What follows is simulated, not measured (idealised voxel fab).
The name of this process module is voxel transistor to metal.
This is section cut - it's 210 nm across, gridded in 5 nm square cells.
Bands, listed from the top down, are how a cross-section gets written in this document; the cross-section itself is a grid of square cells, and a band is one or more rows of them. Band: top height; bottom height; in nm. Then, left to right: material with width in nm, for each material. "full width": a single material spanning edge to edge. "blank": empty space. It should be noted that heights are counted from 0, beneath which the wafer as supplied is of one material throughout, and that the lowest band possesses no lower boundary but continues downward, as written in "z 0 and below". The width entry "30 to 40" should be interpreted row by row: the top row of cells in the band takes the first number, the bottom row takes the second number, and the change between adjacent rows is uniform throughout. "everything unchanged" -> step changed no cross-section cell. Voids not open to the top, 8 cells minimum: see "Listed closed voids". Written width x height at distance; distance is from the left edge; nm. That trailing text on a step's line, after the settings, is the simulator's own remark on the step. "overlay nm" denotes, for a step that has a mask, the displacement of the mask to the right of its planned place, with negative values corresponding to the left.

## The following list gives the planned process steps
- 1: RECEIVE [material Si]
- 2: CONFORMAL_DEP [material SiO2] [thk nm 5]
- 3: CONFORMAL_DEP [material SiN] [thk nm 10]
- 4: DIRECTIONAL_DEP [material aC] [thk nm 10]
- 5: PATTERN [tone cover] [mask id ACTIVE] [material resist] [width nm 135] [thk nm 30] [overlay nm 0]
- 6: DIRECTIONAL_ETCH [etch materials aC] [depth nm 10]
- 7: STRIP [etch materials resist]
- 8: DIRECTIONAL_ETCH [etch materials SiN] [depth nm 10]
- 9: DIRECTIONAL_ETCH [etch materials SiO2] [depth nm 5]
- 10: DIRECTIONAL_ETCH [etch materials Si] [depth nm 25]
- 11: STRIP [etch materials aC]
- 12: OXIDIZE [depth nm 5]
- 13: FILL_DEP [material SiO2] [thk nm 15]
- 14: CMP [height nm 15]
- 15: SELECTIVE_ETCH [etch materials SiO2] [depth nm 5]
- 16: STRIP [etch materials SiN]
- 17: SELECTIVE_ETCH [etch materials SiO2] [depth nm 5]
- 18: OXIDIZE [depth nm 5]
- 19: DIRECTIONAL_DEP [material polySi] [thk nm 20]
- 20: DIRECTIONAL_DEP [material SiCN] [thk nm 15]
- 21: DIRECTIONAL_DEP [material aC] [thk nm 10]
- 22: PATTERN [tone cover] [mask id GATE] [material resist] [width nm 35] [thk nm 25] [overlay nm 0]
- 23: DIRECTIONAL_ETCH [etch materials aC] [depth nm 10]
- 24: STRIP [etch materials resist]
- 25: DIRECTIONAL_ETCH [etch materials SiCN] [depth nm 25]
- 26: DIRECTIONAL_ETCH [etch materials polySi] [depth nm 30]
- 27: STRIP [etch materials aC]
- 28: CONFORMAL_DEP [material SiO2] [thk nm 5]
- 29: DIRECTIONAL_ETCH [etch materials SiO2] [depth nm 5]
- 30: CONFORMAL_DEP [material SiN] [thk nm 5]
- 31: DIRECTIONAL_ETCH [etch materials SiN] [depth nm 5]
- 32: DIRECTIONAL_ETCH [etch materials SiO2] [depth nm 5]
- 33: EPI [material pSi] [thk nm 5]
- 34: FILL_DEP [material SiO2] [thk nm 10]
- 35: CMP [height nm 20]
- 36: STRIP [etch materials polySi]
- 37: SELECTIVE_ETCH [etch materials SiO2] [depth nm 5]
- 38: CONFORMAL_DEP [material HfO2] [thk nm 5]
- 39: CONFORMAL_DEP [material TiN] [thk nm 5]
- 40: FILL_DEP [material W] [thk nm 10]
- 41: CMP [height nm 15]
- 42: DIRECTIONAL_DEP [material SiO2] [thk nm 15]
- 43: MASKED_ETCH [tone open] [mask id CONTACT] [width nm 20] [pitch nm 95] [etch materials SiO2] [depth nm 30] [overlay nm 0]
- 44: CONFORMAL_DEP [material TiN] [thk nm 5]
- 45: FILL_DEP [material W] [thk nm 10]
- 46: CMP [height nm 30]
- 47: CONFORMAL_DEP [material SiN] [thk nm 5]
- 48: DIRECTIONAL_DEP [material SiO2] [thk nm 15]
- 49: PATTERN [tone open] [mask id METAL_1] [material resist] [width nm 20] [pitch nm 95] [thk nm 20] [overlay nm 0]
- 50: DIRECTIONAL_ETCH [etch materials SiO2] [depth nm 15]
- 51: DIRECTIONAL_ETCH [etch materials SiN] [depth nm 5]
- 52: STRIP [etch materials resist]
- 53: CONFORMAL_DEP [material TiN] [thk nm 5]
- 54: FILL_DEP [material Cu] [thk nm 10]
- 55: CMP [height nm 50]
- 56: EPI [material Ru] [thk nm 5]
- 57: FILL_DEP [material SiCN] [thk nm 5]

## Wafer as received: cross-section following step 1
    z 0 and below | Si full width
    Listed closed voids: none

## Sectioned view, first of two wafers, at the close of the module, processed as intended in the plan
    z 60 to 55 | SiCN full width
    z 55 to 50 | 40 SiCN  30 Ru  65 SiCN  30 Ru  45 SiCN
    z 50 to 35 | 45 SiO2  5 TiN  10 Cu  5 TiN  75 SiO2  5 TiN  10 Cu  5 TiN  50 SiO2
    z 35 to 30 | 45 SiN  20 TiN  75 SiN  20 TiN  50 SiN
    z 30 to 15 | 45 SiO2  5 TiN  10 W  5 TiN  75 SiO2  5 TiN  10 W  5 TiN  50 SiO2
    z 15 to 5 | 45 SiO2  5 TiN  10 W  5 TiN  10 SiO2  5 SiN  5 HfO2  5 TiN  25 W  5 TiN  5 HfO2  5 SiN  10 SiO2  5 TiN  10 W  5 TiN  50 SiO2
    z 5 to 0 | 35 SiO2  5 SiN  5 SiO2  20 TiN  10 SiO2  5 SiN  5 HfO2  35 TiN  5 HfO2  5 SiN  10 SiO2  20 TiN  5 SiO2  5 SiN  40 SiO2
    z 0 to -5 | 40 SiO2  35 pSi  5 SiO2  45 HfO2  5 SiO2  35 pSi  45 SiO2
    z -5 to -30 | 40 SiO2  125 Si  45 SiO2
    z -30 and below | Si full width
    Listed closed voids: none

## Wafer two, sectioned after the module: the first wafer's start, the first wafer's plan, and one mistake in how it was run
    z 60 to 55 | SiCN full width
    z 55 to 50 | 40 SiCN  30 Ru  65 SiCN  30 Ru  45 SiCN
    z 50 to 45 | 45 SiN  20 TiN  75 SiN  20 TiN  50 SiN
    z 45 to 30 | SiO2 full width
    z 30 to 15 | 45 SiO2  5 TiN  10 W  5 TiN  75 SiO2  5 TiN  10 W  5 TiN  50 SiO2
    z 15 to 5 | 45 SiO2  5 TiN  10 W  5 TiN  10 SiO2  5 SiN  5 HfO2  5 TiN  25 W  5 TiN  5 HfO2  5 SiN  10 SiO2  5 TiN  10 W  5 TiN  50 SiO2
    z 5 to 0 | 35 SiO2  5 SiN  5 SiO2  20 TiN  10 SiO2  5 SiN  5 HfO2  35 TiN  5 HfO2  5 SiN  10 SiO2  20 TiN  5 SiO2  5 SiN  40 SiO2
    z 0 to -5 | 40 SiO2  35 pSi  5 SiO2  45 HfO2  5 SiO2  35 pSi  45 SiO2
    z -5 to -30 | 40 SiO2  125 Si  45 SiO2
    z -30 and below | Si full width
    Listed closed voids: none
What was the processing mistake? sequence error: steps 47 and 48 interchanged
FYI, end of process, the second wafer has more or fewer cells of some materials than the first: Cu: 12 fewer; SiO2: 24 more; TiN: 12 fewer
